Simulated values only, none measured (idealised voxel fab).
The process module presented herein is designated voxel fin reveal.
Pictured: cross-section cut, 285 nm wide, on a grid of 5 nm square cells.
Bands, listed from the top down, are how a cross-section gets written in this document; the cross-section itself is a grid of square cells, and a band is one or more rows of them.
The band entry comprises the height of the band's top followed by the height of its bottom, expressed in nm, and subsequently the band's materials from left to right, each stated together with its width in nm. Where a single material is marked with the word "everywhere", that material fills the band from edge to edge. The word "air" represents empty space.
Beneath 0, the wafer as received is one material, and that level is where height counting begins. The lowest band goes on downward without a bottom; it is written like "top 0, no bottom".
So if you see something like "30->40" for the width, read it as the top row of the band sitting at the first number and the bottom row at the second, with every row in between moving by the same amount as the last.
Take "all unchanged" at face value: in the step it is given for, the cross-section changed in none of its cells.
Look at "Enclosed cavity list" for the closed voids: empty spaces with no open path to the top, sized 8 cells or up. Each is width x height at distance, distance from the left edge, all nm.
On each step's line, the part that comes after the settings is the simulator's own comment on the step.
When a step includes a mask, the "overlay nm" setting on its line states how far to the right of its planned place that mask lay, and negative values state how far to the left.

Here's what the planned process steps look like
1 RECEIVE,material Si
2 CONFORMAL_DEP,material SiN,thk nm 5
3 DIRECTIONAL_DEP,material aC,thk nm 10
4 PATTERN,tone cover,mask id FINS,material resist,width nm 15,pitch nm 45,thk nm 30,overlay nm 0
5 DIRECTIONAL_ETCH,etch materials aC,depth nm 10
6 STRIP,etch materials resist
7 DIRECTIONAL_ETCH,etch materials SiN,depth nm 5
8 DIRECTIONAL_ETCH,etch materials Si,depth nm 40
9 STRIP,etch materials aC
10 FILL_DEP,material SiO2,thk nm 15
11 CMP,height nm 5
12 SELECTIVE_ETCH,etch materials SiO2,depth nm 20
13 STRIP,etch materials SiN
14 CONFORMAL_DEP,material SiO2,thk nm 5

As received (post step 1): cross-section
- top 0, no bottom: Si everywhere
- Enclosed cavity list: none

What the wafer looks like in cross-section after this module, when it starts as shown above and follows the plan above but one mistake is made in running it
- top 5, bottom 0: 85 air, 25 aC, 20 air, 25 aC, 20 air, 25 aC, 85 air
- top 0, bottom -10: 85 air, 5 aC, 15 Si, 5 aC, 20 air, 5 aC, 15 Si, 5 aC, 20 air, 5 aC, 15 Si, 5 aC, 85 air
- top -10, bottom -15: 90 aC, 15 Si, 30 aC, 15 Si, 30 aC, 15 Si, 90 aC
- top -15, bottom -40: 90 SiO2, 15 Si, 30 SiO2, 15 Si, 30 SiO2, 15 Si, 90 SiO2
- top -40, no bottom: Si everywhere
- Enclosed cavity list: none
What was the processing mistake? step 14 changed vs plan, executed as CONFORMAL_DEP,material aC,thk nm 5
